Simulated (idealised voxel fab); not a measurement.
This section sets out a process module, namely voxel trench capacitor.
This is section cut - it's 290 nm across, gridded in 5 nm square cells.
In this document a cross-section is written as a grid of square cells. It is given as a series of bands, listed from the top down, and a band is one or more rows of cells.
What a band's entry tells you: where the top is and where the bottom is, as heights in nm, and after that what lies inside, material by material from left to right, each with its width in nm. Empty space is written as the word "air", and a single material marked with the word "everywhere" occupies the band from edge to edge.
Height 0 is the level under which the wafer as received is all one material. The lowest band goes on downwards, as in "z 0 and below".
With a width like "30 to 40", each row of cells in the band differs from the next by the same amount, the top row carrying the first number and the bottom row the second.
Any step labelled "nothing changed" changed none of the cells in the cross-section.
Enclosed voids (no open way to top), threshold 8 cells or more, entry "Sealed void listing", notation width x height at distance, distance from left edge, nm.
If you see something after the settings on a step's line, that's the simulator's own remark about that step.
If you see "overlay nm" on a step's line and that step has a mask, it's telling you how far right of where it was planned the mask ended up; a negative number means it went left instead.

Here's what the planned process steps look like
step 1: RECEIVE, material Si
step 2: CONFORMAL_DEP, material SiN, thk nm 10
step 3: DIRECTIONAL_DEP, material aC, thk nm 15
step 4: PATTERN, tone open, mask id TRENCH, material resist, width nm 25, pitch nm 50, thk nm 30, overlay nm 0
step 5: DIRECTIONAL_ETCH, etch materials aC, depth nm 15
step 6: STRIP, etch materials resist
step 7: DIRECTIONAL_ETCH, etch materials SiN, depth nm 10
step 8: DIRECTIONAL_ETCH, etch materials Si, depth nm 40
step 9: STRIP, etch materials aC
step 10: CONFORMAL_DEP, material HfO2, thk nm 5
step 11: CONFORMAL_DEP, material TiN, thk nm 5
step 12: FILL_DEP, material W, thk nm 5
step 13: CMP, height nm 10

Received-state cross-section, reflecting completion of step 1
- z 0 and below: Si everywhere
- Sealed void listing: none

Cross-section at module end, one run error; start and plan unchanged from above
- z 10 to 5: 60 HfO2, then 5 TiN, then 5 W, then 5 TiN, then 35 HfO2, then 5 TiN, then 5 W, then 5 TiN, then 35 HfO2, then 5 TiN, then 5 W, then 5 TiN, then 35 HfO2, then 5 TiN, then 5 W, then 5 TiN, then 65 HfO2
- z 5 to 0: 55 SiN, then 5 HfO2, then 5 TiN, then 5 W, then 5 TiN, then 5 HfO2, then 25 SiN, then 5 HfO2, then 5 TiN, then 5 W, then 5 TiN, then 5 HfO2, then 25 SiN, then 5 HfO2, then 5 TiN, then 5 W, then 5 TiN, then 5 HfO2, then 25 SiN, then 5 HfO2, then 5 TiN, then 5 W, then 5 TiN, then 5 HfO2, then 60 SiN
- z 0 to -30: 55 Si, then 5 HfO2, then 5 TiN, then 5 W, then 5 TiN, then 5 HfO2, then 25 Si, then 5 HfO2, then 5 TiN, then 5 W, then 5 TiN, then 5 HfO2, then 25 Si, then 5 HfO2, then 5 TiN, then 5 W, then 5 TiN, then 5 HfO2, then 25 Si, then 5 HfO2, then 5 TiN, then 5 W, then 5 TiN, then 5 HfO2, then 60 Si
- z -30 to -35: 55 Si, then 5 HfO2, then 15 TiN, then 5 HfO2, then 25 Si, then 5 HfO2, then 15 TiN, then 5 HfO2, then 25 Si, then 5 HfO2, then 15 TiN, then 5 HfO2, then 25 Si, then 5 HfO2, then 15 TiN, then 5 HfO2, then 60 Si
- z -35 to -40: 55 Si, then 25 HfO2, then 25 Si, then 25 HfO2, then 25 Si, then 25 HfO2, then 25 Si, then 25 HfO2, then 60 Si
- z -40 and below: Si everywhere
- Sealed void listing: none
what went wrong: planned and actual differ for step 2; actual: CONFORMAL_DEP, material SiN, thk nm 5
